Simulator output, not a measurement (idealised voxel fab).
The name of this process module is voxel self aligned vias.
The width of the displayed cross-section, cut, is 250 nm; its cells are square, with a size of 5 nm.
Square cells in a grid make up a cross-section in this document, and the grid is given as bands, listed from the top down, each one or more rows of cells. Band entry format. Leading values: height of top, height of bottom, nm. Remainder: materials in left-to-right order, each with its width in nm. Special words: "all across" on a single material, which then fills the band edge to edge; "empty", empty space. Height 0 is the level under which the wafer as received is all one material. The lowest band goes on downwards, as in "z 0 and below". Width: "30..40" (first number = top row, second number = bottom row, same change from row to row of cells). A step reported as "all unchanged" is a step in which no cell of the cross-section changed. Entry "Sealed voids". Content: empty spaces with no open connection to the top, size 8 cells or greater. Each: width x height at distance. Distance: from left edge. Unit: nm. It should be noted that, on the line of a given step, the content following the step's settings is a remark produced by the simulator itself with respect to that step. "overlay nm", when on a step's line for a step with a mask, measures how far to the right of its planned place the mask lay; a negative measure means to the left.

Steps in the process plan:
| 1 | RECEIVE with material Si |
| 2 | CONFORMAL_DEP with material SiO2, thk nm 10 |
| 3 | CONFORMAL_DEP with material SiCN, thk nm 5 |
| 4 | DIRECTIONAL_DEP with material lowk, thk nm 30 |
| 5 | DIRECTIONAL_DEP with material aC, thk nm 10 |
| 6 | PATTERN with tone open, mask id LINES, material resist, width nm 20, pitch nm 70, thk nm 25, overlay nm 0 |
| 7 | DIRECTIONAL_ETCH with etch materials aC, depth nm 10 |
| 8 | STRIP with etch materials resist |
| 9 | DIRECTIONAL_ETCH with etch materials lowk, depth nm 30 |
| 10 | STRIP with etch materials aC |
| 11 | CONFORMAL_DEP with material TiN, thk nm 5 |
| 12 | FILL_DEP with material Ru, thk nm 10 |
| 13 | CMP with height nm 45 |
| 14 | SELECTIVE_ETCH with etch materials W Ru TiN, depth nm 10 |
| 15 | FILL_DEP with material SiN, thk nm 10 |
| 16 | CMP with height nm 45 |
| 17 | DIRECTIONAL_DEP with material lowk, thk nm 15 |
| 18 | DIRECTIONAL_DEP with material aC, thk nm 10 |
| 19 | PATTERN with tone open, mask id VIAS, material resist, width nm 40, pitch nm 70, thk nm 25, overlay nm 0 |
| 20 | DIRECTIONAL_ETCH with etch materials aC, depth nm 10 |
| 21 | STRIP with etch materials resist |
| 22 | DIRECTIONAL_ETCH with etch materials lowk, depth nm 15 |
| 23 | DIRECTIONAL_ETCH with etch materials SiN, depth nm 10 |
| 24 | STRIP with etch materials aC |
| 25 | CONFORMAL_DEP with material TiN, thk nm 5 |
| 26 | FILL_DEP with material Ru, thk nm 5 |
| 27 | CMP with height nm 60 |
| 28 | CONFORMAL_DEP with material SiCN, thk nm 5 |

First of two wafers - as planned:

Wafer cross-section on receipt, i.e. after step 1:
> z 0 and below = Si all across
> Sealed voids: none

after step 2:
> z 10 to 0 = SiO2 all across
> Below 0 it's all the same as before, nothing changed down there.

after step 3:
> z 15 to 10 = SiCN all across
> Below 10 it's all the same as before, nothing changed down there.

after step 4:
> z 45 to 15 = lowk all across
> Below 15 it's all the same as before, nothing changed down there.

after step 5:
> z 55 to 45 = aC all across
> Below 45 it's all the same as before, nothing changed down there.

after step 6:
> z 80 to 55 = 80 resist, 20 empty, 50 resist, 20 empty, 80 resist
> Below 55 it's all the same as before, nothing changed down there.

after step 7:
> z 70 to 55 = 80 resist, 20 empty, 50 resist, 20 empty, 80 resist
> z 55 to 45 = 80 aC, 20 empty, 50 aC, 20 empty, 80 aC
> Below 45 it's all the same as before, nothing changed down there.

after step 8:
> z 55 to 45 = 80 aC, 20 empty, 50 aC, 20 empty, 80 aC
> Below 45 it's all the same as before, nothing changed down there.

after step 9:
> z 55 to 45 = 80 aC, 20 empty, 50 aC, 20 empty, 80 aC
> z 45 to 15 = 80 lowk, 20 empty, 50 lowk, 20 empty, 80 lowk
> Below 15 it's all the same as before, nothing changed down there.

after step 10:
> z 45 to 15 = 80 lowk, 20 empty, 50 lowk, 20 empty, 80 lowk
> Below 15 it's all the same as before, nothing changed down there.

after step 11:
> z 50 to 45 = 85 TiN, 10 empty, 60 TiN, 10 empty, 85 TiN
> z 45 to 20 = 80 lowk, 5 TiN, 10 empty, 5 TiN, 50 lowk, 5 TiN, 10 empty, 5 TiN, 80 lowk
> z 20 to 15 = 80 lowk, 20 TiN, 50 lowk, 20 TiN, 80 lowk
> Below 15 it's all the same as before, nothing changed down there.

after step 12:
> z 60 to 50 = Ru all across
> z 50 to 45 = 85 TiN, 10 Ru, 60 TiN, 10 Ru, 85 TiN
> z 45 to 20 = 80 lowk, 5 TiN, 10 Ru, 5 TiN, 50 lowk, 5 TiN, 10 Ru, 5 TiN, 80 lowk
> Below 20 it's all the same as before, nothing changed down there.

after step 13:
> z 45 to 20 = 80 lowk, 5 TiN, 10 Ru, 5 TiN, 50 lowk, 5 TiN, 10 Ru, 5 TiN, 80 lowk
> Below 20 it's all the same as before, nothing changed down there.

after step 14:
> z 45 to 35 = 80 lowk, 20 empty, 50 lowk, 20 empty, 80 lowk
> Below 35 it's all the same as before, nothing changed down there.

after step 15:
> z 55 to 45 = SiN all across
> z 45 to 35 = 80 lowk, 20 SiN, 50 lowk, 20 SiN, 80 lowk
> Below 35 it's all the same as before, nothing changed down there.

after step 16:
> z 45 to 35 = 80 lowk, 20 SiN, 50 lowk, 20 SiN, 80 lowk
> Below 35 it's all the same as before, nothing changed down there.

after step 17:
> z 60 to 45 = lowk all across
> Below 45 it's all the same as before, nothing changed down there.

after step 18:
> z 70 to 60 = aC all across
> Below 60 it's all the same as before, nothing changed down there.

after step 19:
> z 95 to 70 = 70 resist, 40 empty, 30 resist, 40 empty, 70 resist
> Below 70 it's all the same as before, nothing changed down there.

after step 20:
> z 85 to 70 = 70 resist, 40 empty, 30 resist, 40 empty, 70 resist
> z 70 to 60 = 70 aC, 40 empty, 30 aC, 40 empty, 70 aC
> Below 60 it's all the same as before, nothing changed down there.

after step 21:
> z 70 to 60 = 70 aC, 40 empty, 30 aC, 40 empty, 70 aC
> Below 60 it's all the same as before, nothing changed down there.

after step 22:
> z 70 to 60 = 70 aC, 40 empty, 30 aC, 40 empty, 70 aC
> z 60 to 45 = 70 lowk, 40 empty, 30 lowk, 40 empty, 70 lowk
> Below 45 it's all the same as before, nothing changed down there.

after step 23:
> z 70 to 60 = 70 aC, 40 empty, 30 aC, 40 empty, 70 aC
> z 60 to 45 = 70 lowk, 40 empty, 30 lowk, 40 empty, 70 lowk
> z 45 to 35 = 80 lowk, 20 empty, 50 lowk, 20 empty, 80 lowk
> Below 35 it's all the same as before, nothing changed down there.

after step 24:
> z 60 to 45 = 70 lowk, 40 empty, 30 lowk, 40 empty, 70 lowk
> Below 45 it's all the same as before, nothing changed down there.

after step 25:
> z 65 to 60 = 75 TiN, 30 empty, 40 TiN, 30 empty, 75 TiN
> z 60 to 50 = 70 lowk, 5 TiN, 30 empty, 5 TiN, 30 lowk, 5 TiN, 30 empty, 5 TiN, 70 lowk
> z 50 to 40 = 70..80 lowk, 15..5 TiN, 10 empty, 15..5 TiN, 30..50 lowk, 15..5 TiN, 10 empty, 15..5 TiN, 70..80 lowk
> z 40 to 35 = 80 lowk, 20 TiN, 50 lowk, 20 TiN, 80 lowk
> Below 35 it's all the same as before, nothing changed down there.

after step 26:
> z 70 to 65 = Ru all across
> z 65 to 60 = 75 TiN, 30 Ru, 40 TiN, 30 Ru, 75 TiN
> z 60 to 50 = 70 lowk, 5 TiN, 30 Ru, 5 TiN, 30 lowk, 5 TiN, 30 Ru, 5 TiN, 70 lowk
> z 50 to 40 = 70..80 lowk, 15..5 TiN, 10 Ru, 15..5 TiN, 30..50 lowk, 15..5 TiN, 10 Ru, 15..5 TiN, 70..80 lowk
> Below 40 it's all the same as before, nothing changed down there.

after step 27:
> z 60 to 50 = 70 lowk, 5 TiN, 30 Ru, 5 TiN, 30 lowk, 5 TiN, 30 Ru, 5 TiN, 70 lowk
> Below 50 it's all the same as before, nothing changed down there.

after step 28:
> z 65 to 60 = SiCN all across
> Below 60 it's all the same as before, nothing changed down there.

Notes, second wafer: start = first wafer's, plan = first wafer's, execution had one mistake; history identical to first through step 16:

Second wafer: cross-section at the scheduled end of step 17:
> z 60 to 45 = SiN all across
> Below 45 it's all the same as before, nothing changed down there.

Second wafer: cross-section at the scheduled end of step 18:
> z 70 to 60 = aC all across
> Below 60 it's all the same as before, nothing changed down there.

Second wafer: cross-section at the scheduled end of step 19:
> z 95 to 70 = 70 resist, 40 empty, 30 resist, 40 empty, 70 resist
> Below 70 it's all the same as before, nothing changed down there.

Second wafer: cross-section at the scheduled end of step 20:
> z 85 to 70 = 70 resist, 40 empty, 30 resist, 40 empty, 70 resist
> z 70 to 60 = 70 aC, 40 empty, 30 aC, 40 empty, 70 aC
> Below 60 it's all the same as before, nothing changed down there.

Second wafer: cross-section at the scheduled end of step 21:
> z 70 to 60 = 70 aC, 40 empty, 30 aC, 40 empty, 70 aC
> Below 60 it's all the same as before, nothing changed down there.

Second wafer: cross-section at the scheduled end of step 22: all unchanged

Second wafer: cross-section at the scheduled end of step 23:
> z 70 to 60 = 70 aC, 40 empty, 30 aC, 40 empty, 70 aC
> z 60 to 50 = 70 SiN, 40 empty, 30 SiN, 40 empty, 70 SiN
> Below 50 it's all the same as before, nothing changed down there.

Second wafer: cross-section at the scheduled end of step 24:
> z 60 to 50 = 70 SiN, 40 empty, 30 SiN, 40 empty, 70 SiN
> Below 50 it's all the same as before, nothing changed down there.

Second wafer: cross-section at the scheduled end of step 25:
> z 65 to 60 = 75 TiN, 30 empty, 40 TiN, 30 empty, 75 TiN
> z 60 to 55 = 70 SiN, 5 TiN, 30 empty, 5 TiN, 30 SiN, 5 TiN, 30 empty, 5 TiN, 70 SiN
> z 55 to 50 = 70 SiN, 40 TiN, 30 SiN, 40 TiN, 70 SiN
> Below 50 it's all the same as before, nothing changed down there.

Second wafer: cross-section at the scheduled end of step 26:
> z 70 to 65 = Ru all across
> z 65 to 60 = 75 TiN, 30 Ru, 40 TiN, 30 Ru, 75 TiN
> z 60 to 55 = 70 SiN, 5 TiN, 30 Ru, 5 TiN, 30 SiN, 5 TiN, 30 Ru, 5 TiN, 70 SiN
> Below 55 it's all the same as before, nothing changed down there.

Second wafer: cross-section at the scheduled end of step 27:
> z 60 to 55 = 70 SiN, 5 TiN, 30 Ru, 5 TiN, 30 SiN, 5 TiN, 30 Ru, 5 TiN, 70 SiN
> Below 55 it's all the same as before, nothing changed down there.

Second wafer: cross-section at the scheduled end of step 28:
> z 65 to 60 = SiCN all across
> Below 60 it's all the same as before, nothing changed down there.
Error vs. plan: step 17 ran differently from the plan; actual operation with settings: DIRECTIONAL_DEP with material SiN, thk nm 15
Cell-count delta at end, second wafer over first, by material: Ru -20; SiN +134; TiN -12; lowk -102
